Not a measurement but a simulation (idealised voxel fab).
The process module presented herein is designated voxel air gaps.
It is cross-section cut that appears here, measuring 300 nm in width, its square cells being 5 nm in size.
The cross-sections in this document take the form of a grid made of square cells. They are written out as bands, in order from top to bottom. Each band consists of one or more rows of cells. First you get the band's top height and its bottom height, in nm, and then the materials it's made of, left to right, with each width in nm. If you see a single material with "edge to edge", that one covers the band edge to edge. "empty" is empty space. Height 0 is the level under which the wafer as received is all one material. The lowest band goes on downwards, as in "z 0 and below". Quick explanation for "30 to 40": the width changes in equal steps down the rows of cells, from the first number in the band's top row to the second number in its bottom row. A step reported as "stayed the same" is a step in which no cell of the cross-section changed. In the "Enclosed cavities" entry, you get each enclosed empty space of 8 cells or more, one with no open way to the top, written width x height at distance, distance from the left edge, in nm. On each step's line, the part that comes after the settings is the simulator's own comment on the step. overlay nm: step with mask; distance mask lay right of planned place; negative value = left of planned place.

The steps planned for the process are as follows
step 1: RECEIVE: material Si
step 2: CONFORMAL_DEP: material SiO2, thk nm 10
step 3: CONFORMAL_DEP: material SiN, thk nm 5
step 4: DIRECTIONAL_DEP: material lowk, thk nm 40
step 5: MASKED_ETCH: tone open, mask id LINES, width nm 15, pitch nm 45, etch materials lowk, depth nm 40, overlay nm 0
step 6: CONFORMAL_DEP: material TiN, thk nm 5
step 7: FILL_DEP: material Ru, thk nm 10
step 8: CMP: height nm 55
step 9: EPI: material Ru, thk nm 10
step 10: SELECTIVE_ETCH: etch materials lowk, depth nm 50
step 11: CONFORMAL_DEP: material SiN, thk nm 5

Step 1 complete: cross-section of the wafer as received
	z 0 and below: Si edge to edge
	Enclosed cavities: none

This is how the wafer looks in cross-section once the module is done, given the starting state and plan above and one mistake in carrying the plan out
	z 75 to 70: SiN edge to edge
	z 70 to 60: Ru edge to edge
	z 60 to 55: 100 TiN; 5 Ru; 40 TiN; 5 Ru; 40 TiN; 5 Ru; 105 TiN
	z 55 to 20: 95 lowk; 5 TiN; 5 Ru; 5 TiN; 30 lowk; 5 TiN; 5 Ru; 5 TiN; 30 lowk; 5 TiN; 5 Ru; 5 TiN; 100 lowk
	z 20 to 15: 95 lowk; 15 TiN; 30 lowk; 15 TiN; 30 lowk; 15 TiN; 100 lowk
	z 15 to 10: SiN edge to edge
	z 10 to 0: SiO2 edge to edge
	z 0 and below: Si edge to edge
	Enclosed cavities: none
Finding, execution versus plan: step 8 went in with a setting other than planned; the actual run was CMP: height nm 60
